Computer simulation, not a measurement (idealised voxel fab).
Title: Process Module voxel self aligned vias
Square cells of 5 nm make up the cross-section cut, whose width is 205 nm.
Just so we're on the same page, the cross-sections are grids of square cells, and they're listed out in bands top to bottom, each band one or more rows deep.
Read a band's entry like this: the first values are the height of its top and the height of its bottom in nm, and what follows is the sequence of materials from left to right, each with its width in nm. Note that "air" is empty space, and that a single material marked "throughout" reaches across the band from edge to edge.
Heights are expressed relative to 0, this being the level below which the as-received wafer comprises one material exclusively. The lowest band is unbounded in the downward direction and is denoted as in "0..down".
The expression "30 to 40" gives the width at the extremes of the band, the first number at its top row of cells and the second at its bottom row, with the width changing by equal amounts from each row to the next in between.
Reading "remains unaltered" for a step: not a cell of the cross-section changed in it.
"Voids, enclosed" means: voids of 8 cells or more that are shut off from the top with no open way through. Written width x height at distance, distance from the left edge, in nm.
The remark found on a step's line after its settings is issued by the simulator itself and pertains to that step.
"overlay nm" on a masked step: distance the mask lay right of its planned place, negative for left.

**Here's what the planned process steps look like**
1 RECEIVE, material Si
2 CONFORMAL_DEP, material SiO2, thk nm 10
3 CONFORMAL_DEP, material SiCN, thk nm 5
4 DIRECTIONAL_DEP, material lowk, thk nm 20
5 DIRECTIONAL_DEP, material aC, thk nm 10
6 PATTERN, tone open, mask id LINES, material resist, width nm 30, pitch nm 80, thk nm 30, overlay nm 0
7 DIRECTIONAL_ETCH, etch materials aC, depth nm 10
8 STRIP, etch materials resist
9 DIRECTIONAL_ETCH, etch materials lowk, depth nm 20
10 STRIP, etch materials aC
11 CONFORMAL_DEP, material TiN, thk nm 5
12 FILL_DEP, material Ru, thk nm 5
13 CMP, height nm 35
14 SELECTIVE_ETCH, etch materials W Ru TiN, depth nm 10
15 FILL_DEP, material SiN, thk nm 10
16 CMP, height nm 35
17 DIRECTIONAL_DEP, material lowk, thk nm 15
18 DIRECTIONAL_DEP, material aC, thk nm 10
19 PATTERN, tone open, mask id VIAS, material resist, width nm 50, thk nm 30, overlay nm 0
20 DIRECTIONAL_ETCH, etch materials aC, depth nm 10
21 STRIP, etch materials resist
22 DIRECTIONAL_ETCH, etch materials lowk, depth nm 15
23 DIRECTIONAL_ETCH, etch materials SiN, depth nm 10
24 STRIP, etch materials aC
25 CONFORMAL_DEP, material TiN, thk nm 5
26 FILL_DEP, material W, thk nm 10
27 CMP, height nm 50
28 CONFORMAL_DEP, material SiN, thk nm 5

**first wafer, as planned**

**So this is the incoming wafer in cross-section - it's already been through step 1**
  0..down: Si throughout
  Voids, enclosed: none

**Cross-section of the wafer after step 2**
  10..0: SiO2 throughout
  Under 0: no change, same as before.

**Cross-section of the wafer after step 3**
  15..10: SiCN throughout
  Under 10: no change, same as before.

**Cross-section of the wafer after step 4**
  35..15: lowk throughout
  Under 15: no change, same as before.

**Cross-section of the wafer after step 5**
  45..35: aC throughout
  Under 35: no change, same as before.

**Cross-section of the wafer after step 6**
  75..45: 45 resist | 30 air | 50 resist | 30 air | 50 resist
  Under 45: no change, same as before.

**Cross-section of the wafer after step 7**
  65..45: 45 resist | 30 air | 50 resist | 30 air | 50 resist
  45..35: 45 aC | 30 air | 50 aC | 30 air | 50 aC
  Under 35: no change, same as before.

**Cross-section of the wafer after step 8**
  45..35: 45 aC | 30 air | 50 aC | 30 air | 50 aC
  Under 35: no change, same as before.

**Cross-section of the wafer after step 9**
  45..35: 45 aC | 30 air | 50 aC | 30 air | 50 aC
  35..15: 45 lowk | 30 air | 50 lowk | 30 air | 50 lowk
  Under 15: no change, same as before.

**Cross-section of the wafer after step 10**
  35..15: 45 lowk | 30 air | 50 lowk | 30 air | 50 lowk
  Under 15: no change, same as before.

**Cross-section of the wafer after step 11**
  40..35: 50 TiN | 20 air | 60 TiN | 20 air | 55 TiN
  35..20: 45 lowk | 5 TiN | 20 air | 5 TiN | 50 lowk | 5 TiN | 20 air | 5 TiN | 50 lowk
  20..15: 45 lowk | 30 TiN | 50 lowk | 30 TiN | 50 lowk
  Under 15: no change, same as before.

**Cross-section of the wafer after step 12**
  45..40: Ru throughout
  40..35: 50 TiN | 20 Ru | 60 TiN | 20 Ru | 55 TiN
  35..20: 45 lowk | 5 TiN | 20 Ru | 5 TiN | 50 lowk | 5 TiN | 20 Ru | 5 TiN | 50 lowk
  Under 20: no change, same as before.

**Cross-section of the wafer after step 13**
  35..20: 45 lowk | 5 TiN | 20 Ru | 5 TiN | 50 lowk | 5 TiN | 20 Ru | 5 TiN | 50 lowk
  Under 20: no change, same as before.

**Cross-section of the wafer after step 14**
  35..25: 45 lowk | 30 air | 50 lowk | 30 air | 50 lowk
  Under 25: no change, same as before.

**Cross-section of the wafer after step 15**
  45..35: SiN throughout
  35..25: 45 lowk | 30 SiN | 50 lowk | 30 SiN | 50 lowk
  Under 25: no change, same as before.

**Cross-section of the wafer after step 16**
  35..25: 45 lowk | 30 SiN | 50 lowk | 30 SiN | 50 lowk
  Under 25: no change, same as before.

**Cross-section of the wafer after step 17**
  50..35: lowk throughout
  Under 35: no change, same as before.

**Cross-section of the wafer after step 18**
  60..50: aC throughout
  Under 50: no change, same as before.

**Cross-section of the wafer after step 19**
  90..60: 35 resist | 50 air | 120 resist
  Under 60: no change, same as before.

**Cross-section of the wafer after step 20**
  80..60: 35 resist | 50 air | 120 resist
  60..50: 35 aC | 50 air | 120 aC
  Under 50: no change, same as before.

**Cross-section of the wafer after step 21**
  60..50: 35 aC | 50 air | 120 aC
  Under 50: no change, same as before.

**Cross-section of the wafer after step 22**
  60..50: 35 aC | 50 air | 120 aC
  50..35: 35 lowk | 50 air | 120 lowk
  Under 35: no change, same as before.

**Cross-section of the wafer after step 23**
  60..50: 35 aC | 50 air | 120 aC
  50..35: 35 lowk | 50 air | 120 lowk
  35..25: 45 lowk | 30 air | 50 lowk | 30 SiN | 50 lowk
  Under 25: no change, same as before.

**Cross-section of the wafer after step 24**
  50..35: 35 lowk | 50 air | 120 lowk
  Under 35: no change, same as before.

**Cross-section of the wafer after step 25**
  55..50: 40 TiN | 40 air | 125 TiN
  50..40: 35 lowk | 5 TiN | 40 air | 5 TiN | 120 lowk
  40..35: 35 lowk | 15 TiN | 20 air | 15 TiN | 120 lowk
  35..30: 45 lowk | 5 TiN | 20 air | 5 TiN | 50 lowk | 30 SiN | 50 lowk
  30..25: 45 lowk | 30 TiN | 50 lowk | 30 SiN | 50 lowk
  Under 25: no change, same as before.

**Cross-section of the wafer after step 26**
  65..55: W throughout
  55..50: 40 TiN | 40 W | 125 TiN
  50..40: 35 lowk | 5 TiN | 40 W | 5 TiN | 120 lowk
  40..35: 35 lowk | 15 TiN | 20 W | 15 TiN | 120 lowk
  35..30: 45 lowk | 5 TiN | 20 W | 5 TiN | 50 lowk | 30 SiN | 50 lowk
  Under 30: no change, same as before.

**Cross-section of the wafer after step 27**
  50..40: 35 lowk | 5 TiN | 40 W | 5 TiN | 120 lowk
  Under 40: no change, same as before.

**Cross-section of the wafer after step 28**
  55..50: SiN throughout
  Under 50: no change, same as before.

**Here the second wafer is described. Its start and its plan were those of the first wafer. Its run contained one mistake. Up to and including step 18, it did exactly what the first wafer did**

**Second wafer profile in section, at the moment step 19 of the plan was meant to be complete**
  90..60: 35 air | 50 resist | 120 air
  Under 60: no change, same as before.

**Second wafer profile in section, at the moment step 20 of the plan was meant to be complete**
  80..60: 35 air | 50 resist | 120 air
  60..50: 35 air | 50 aC | 120 air
  Under 50: no change, same as before.

**Second wafer profile in section, at the moment step 21 of the plan was meant to be complete**
  60..50: 35 air | 50 aC | 120 air
  Under 50: no change, same as before.

**Second wafer profile in section, at the moment step 22 of the plan was meant to be complete**
  60..50: 35 air | 50 aC | 120 air
  50..35: 35 air | 50 lowk | 120 air
  Under 35: no change, same as before.

**Second wafer profile in section, at the moment step 23 of the plan was meant to be complete**
  60..50: 35 air | 50 aC | 120 air
  50..35: 35 air | 50 lowk | 120 air
  35..25: 45 lowk | 30 SiN | 50 lowk | 30 air | 50 lowk
  Under 25: no change, same as before.

**Second wafer profile in section, at the moment step 24 of the plan was meant to be complete**
  50..35: 35 air | 50 lowk | 120 air
  Under 35: no change, same as before.

**Second wafer profile in section, at the moment step 25 of the plan was meant to be complete**
  55..50: 30 air | 60 TiN | 115 air
  50..40: 30 air | 5 TiN | 50 lowk | 5 TiN | 115 air
  40..35: 35 TiN | 50 lowk | 45 TiN | 20 air | 55 TiN
  35..30: 45 lowk | 30 SiN | 50 lowk | 5 TiN | 20 air | 5 TiN | 50 lowk
  30..25: 45 lowk | 30 SiN | 50 lowk | 30 TiN | 50 lowk
  Under 25: no change, same as before.

**Second wafer profile in section, at the moment step 26 of the plan was meant to be complete**
  65..55: W throughout
  55..50: 30 W | 60 TiN | 115 W
  50..40: 30 W | 5 TiN | 50 lowk | 5 TiN | 115 W
  40..35: 35 TiN | 50 lowk | 45 TiN | 20 W | 55 TiN
  35..30: 45 lowk | 30 SiN | 50 lowk | 5 TiN | 20 W | 5 TiN | 50 lowk
  Under 30: no change, same as before.

**Second wafer profile in section, at the moment step 27 of the plan was meant to be complete**
  50..40: 30 W | 5 TiN | 50 lowk | 5 TiN | 115 W
  Under 40: no change, same as before.

**Second wafer profile in section, at the moment step 28 of the plan was meant to be complete**
  55..50: SiN throughout
  Under 50: no change, same as before.
Processing error: step 19, actual vs plan mismatch, actual run PATTERN, tone cover, mask id VIAS, material resist, width nm 50, thk nm 30, overlay nm 0
Final cells, second wafer relative to first, materials higher or lower: TiN +21 | W +42 | lowk -63
